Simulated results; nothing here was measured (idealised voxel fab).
Process module, titled voxel trench capacitor
Xsec cut, 240 nm wide, square cell size 5 nm.
Format of a cross-section: grid, square cells. Given as bands. Order: top down. Band: one or more rows of cells. This entry defines a band. It first specifies the height of the band's top and the height of its bottom in nm, and then specifies the band's materials from left to right, stating each material with its width in nm. The word "full width" identifies a single material that fills the band from edge to edge, while the word "empty" identifies empty space. The reference from which all heights are counted is 0, the level beneath which the as-received wafer is entirely one material; the lowest band, having no lower bound, proceeds downward and is written after the example "0 nm and below". The two numbers in a width such as "30->40" mark its ends across the band: the first belongs to the top row of cells, the second to the bottom row, and from each row to the next the width moves by the same amount. Basically "stayed the same" means that step didn't change any cell in the cross-section. In the "Closed internal cavities" entry, you get each enclosed empty space of 8 cells or more, one with no open way to the top, written width x height at distance, distance from the left edge, in nm. If you see something after the settings on a step's line, that's the simulator's own remark about that step. overlay nm: how far to the right of its planned place the mask lay on this masked step (negative: to the left).

# So here's the lineup of process steps we planned
1. RECEIVE: material Si
2. CONFORMAL_DEP: material SiN, thk nm 10
3. MASKED_ETCH: tone open, mask id TRENCH, width nm 30, pitch nm 60, etch materials SiN, depth nm 10, overlay nm 0
4. MASKED_ETCH: tone open, mask id TRENCH, width nm 30, pitch nm 60, etch materials Si, depth nm 30, overlay nm 0
5. CONFORMAL_DEP: material Al2O3, thk nm 5
6. CONFORMAL_DEP: material TiN, thk nm 5
7. FILL_DEP: material W, thk nm 10
8. CMP: height nm 10

# First wafer of two (run as planned)

# Incoming wafer in cross-section (state: after step 1)
	0 nm and below: Si full width
	Closed internal cavities: none

# Sectional view: wafer, after step 2
	10 nm to 0 nm: SiN full width
	No changes below 0.

# Sectional view: wafer, after step 3
	10 nm to 0 nm: SiN: 45, then empty: 30, then SiN: 30, then empty: 30, then SiN: 30, then empty: 30, then SiN: 45
	No changes below 0.

# Sectional view: wafer, after step 4
	10 nm to 0 nm: SiN: 45, then empty: 30, then SiN: 30, then empty: 30, then SiN: 30, then empty: 30, then SiN: 45
	0 nm to -30 nm: Si: 45, then empty: 30, then Si: 30, then empty: 30, then Si: 30, then empty: 30, then Si: 45
	No changes below -30.

# Sectional view: wafer, after step 5
	15 nm to 10 nm: Al2O3: 50, then empty: 20, then Al2O3: 40, then empty: 20, then Al2O3: 40, then empty: 20, then Al2O3: 50
	10 nm to 0 nm: SiN: 45, then Al2O3: 5, then empty: 20, then Al2O3: 5, then SiN: 30, then Al2O3: 5, then empty: 20, then Al2O3: 5, then SiN: 30, then Al2O3: 5, then empty: 20, then Al2O3: 5, then SiN: 45
	0 nm to -25 nm: Si: 45, then Al2O3: 5, then empty: 20, then Al2O3: 5, then Si: 30, then Al2O3: 5, then empty: 20, then Al2O3: 5, then Si: 30, then Al2O3: 5, then empty: 20, then Al2O3: 5, then Si: 45
	-25 nm to -30 nm: Si: 45, then Al2O3: 30, then Si: 30, then Al2O3: 30, then Si: 30, then Al2O3: 30, then Si: 45
	No changes below -30.

# Sectional view: wafer, after step 6
	20 nm to 15 nm: TiN: 55, then empty: 10, then TiN: 50, then empty: 10, then TiN: 50, then empty: 10, then TiN: 55
	15 nm to 10 nm: Al2O3: 50, then TiN: 5, then empty: 10, then TiN: 5, then Al2O3: 40, then TiN: 5, then empty: 10, then TiN: 5, then Al2O3: 40, then TiN: 5, then empty: 10, then TiN: 5, then Al2O3: 50
	10 nm to 0 nm: SiN: 45, then Al2O3: 5, then TiN: 5, then empty: 10, then TiN: 5, then Al2O3: 5, then SiN: 30, then Al2O3: 5, then TiN: 5, then empty: 10, then TiN: 5, then Al2O3: 5, then SiN: 30, then Al2O3: 5, then TiN: 5, then empty: 10, then TiN: 5, then Al2O3: 5, then SiN: 45
	0 nm to -20 nm: Si: 45, then Al2O3: 5, then TiN: 5, then empty: 10, then TiN: 5, then Al2O3: 5, then Si: 30, then Al2O3: 5, then TiN: 5, then empty: 10, then TiN: 5, then Al2O3: 5, then Si: 30, then Al2O3: 5, then TiN: 5, then empty: 10, then TiN: 5, then Al2O3: 5, then Si: 45
	-20 nm to -25 nm: Si: 45, then Al2O3: 5, then TiN: 20, then Al2O3: 5, then Si: 30, then Al2O3: 5, then TiN: 20, then Al2O3: 5, then Si: 30, then Al2O3: 5, then TiN: 20, then Al2O3: 5, then Si: 45
	No changes below -25.

# Sectional view: wafer, after step 7
	30 nm to 20 nm: W full width
	20 nm to 15 nm: TiN: 55, then W: 10, then TiN: 50, then W: 10, then TiN: 50, then W: 10, then TiN: 55
	15 nm to 10 nm: Al2O3: 50, then TiN: 5, then W: 10, then TiN: 5, then Al2O3: 40, then TiN: 5, then W: 10, then TiN: 5, then Al2O3: 40, then TiN: 5, then W: 10, then TiN: 5, then Al2O3: 50
	10 nm to 0 nm: SiN: 45, then Al2O3: 5, then TiN: 5, then W: 10, then TiN: 5, then Al2O3: 5, then SiN: 30, then Al2O3: 5, then TiN: 5, then W: 10, then TiN: 5, then Al2O3: 5, then SiN: 30, then Al2O3: 5, then TiN: 5, then W: 10, then TiN: 5, then Al2O3: 5, then SiN: 45
	0 nm to -20 nm: Si: 45, then Al2O3: 5, then TiN: 5, then W: 10, then TiN: 5, then Al2O3: 5, then Si: 30, then Al2O3: 5, then TiN: 5, then W: 10, then TiN: 5, then Al2O3: 5, then Si: 30, then Al2O3: 5, then TiN: 5, then W: 10, then TiN: 5, then Al2O3: 5, then Si: 45
	No changes below -20.

# Sectional view: wafer, after step 8
	10 nm to 0 nm: SiN: 45, then Al2O3: 5, then TiN: 5, then W: 10, then TiN: 5, then Al2O3: 5, then SiN: 30, then Al2O3: 5, then TiN: 5, then W: 10, then TiN: 5, then Al2O3: 5, then SiN: 30, then Al2O3: 5, then TiN: 5, then W: 10, then TiN: 5, then Al2O3: 5, then SiN: 45
	No changes below 0.

# Regarding the second of the two wafers: it shared the first wafer's starting condition and process plan, yet one error occurred during its execution. Its history coincides with that of the first wafer up to and including step 2

# Cross-section of the second wafer at the time by which step 3 should have been completed according to the plan
	10 nm to 0 nm: empty: 45, then SiN: 30, then empty: 30, then SiN: 30, then empty: 30, then SiN: 30, then empty: 45
	No changes below 0.

Cross-section of the second wafer at the time by which step 4 should have been completed according to the plan: stayed the same

# Cross-section of the second wafer at the time by which step 5 should have been completed according to the plan
	15 nm to 10 nm: empty: 40, then Al2O3: 40, then empty: 20, then Al2O3: 40, then empty: 20, then Al2O3: 40, then empty: 40
	10 nm to 5 nm: empty: 40, then Al2O3: 5, then SiN: 30, then Al2O3: 5, then empty: 20, then Al2O3: 5, then SiN: 30, then Al2O3: 5, then empty: 20, then Al2O3: 5, then SiN: 30, then Al2O3: 5, then empty: 40
	5 nm to 0 nm: Al2O3: 45, then SiN: 30, then Al2O3: 30, then SiN: 30, then Al2O3: 30, then SiN: 30, then Al2O3: 45
	No changes below 0.

# Cross-section of the second wafer at the time by which step 6 should have been completed according to the plan
	20 nm to 15 nm: empty: 35, then TiN: 50, then empty: 10, then TiN: 50, then empty: 10, then TiN: 50, then empty: 35
	15 nm to 10 nm: empty: 35, then TiN: 5, then Al2O3: 40, then TiN: 5, then empty: 10, then TiN: 5, then Al2O3: 40, then TiN: 5, then empty: 10, then TiN: 5, then Al2O3: 40, then TiN: 5, then empty: 35
	10 nm to 5 nm: TiN: 40, then Al2O3: 5, then SiN: 30, then Al2O3: 5, then TiN: 20, then Al2O3: 5, then SiN: 30, then Al2O3: 5, then TiN: 20, then Al2O3: 5, then SiN: 30, then Al2O3: 5, then TiN: 40
	No changes below 5.

# Cross-section of the second wafer at the time by which step 7 should have been completed according to the plan
	30 nm to 20 nm: W full width
	20 nm to 15 nm: W: 35, then TiN: 50, then W: 10, then TiN: 50, then W: 10, then TiN: 50, then W: 35
	15 nm to 10 nm: W: 35, then TiN: 5, then Al2O3: 40, then TiN: 5, then W: 10, then TiN: 5, then Al2O3: 40, then TiN: 5, then W: 10, then TiN: 5, then Al2O3: 40, then TiN: 5, then W: 35
	No changes below 10.

# Cross-section of the second wafer at the time by which step 8 should have been completed according to the plan
	10 nm to 5 nm: TiN: 40, then Al2O3: 5, then SiN: 30, then Al2O3: 5, then TiN: 20, then Al2O3: 5, then SiN: 30, then Al2O3: 5, then TiN: 20, then Al2O3: 5, then SiN: 30, then Al2O3: 5, then TiN: 40
	No changes below 5.
Nonconformance to the process plan: planned and actual differ for step 3; actual: MASKED_ETCH: tone cover, mask id TRENCH, width nm 30, pitch nm 60, etch materials SiN, depth nm 10, overlay nm 0
The final cell counts differ between the wafers, with the second having more or fewer of some materials than the first: 24 fewer of Al2O3 | 108 more of Si | 24 fewer of SiN | 24 fewer of TiN | 36 fewer of W
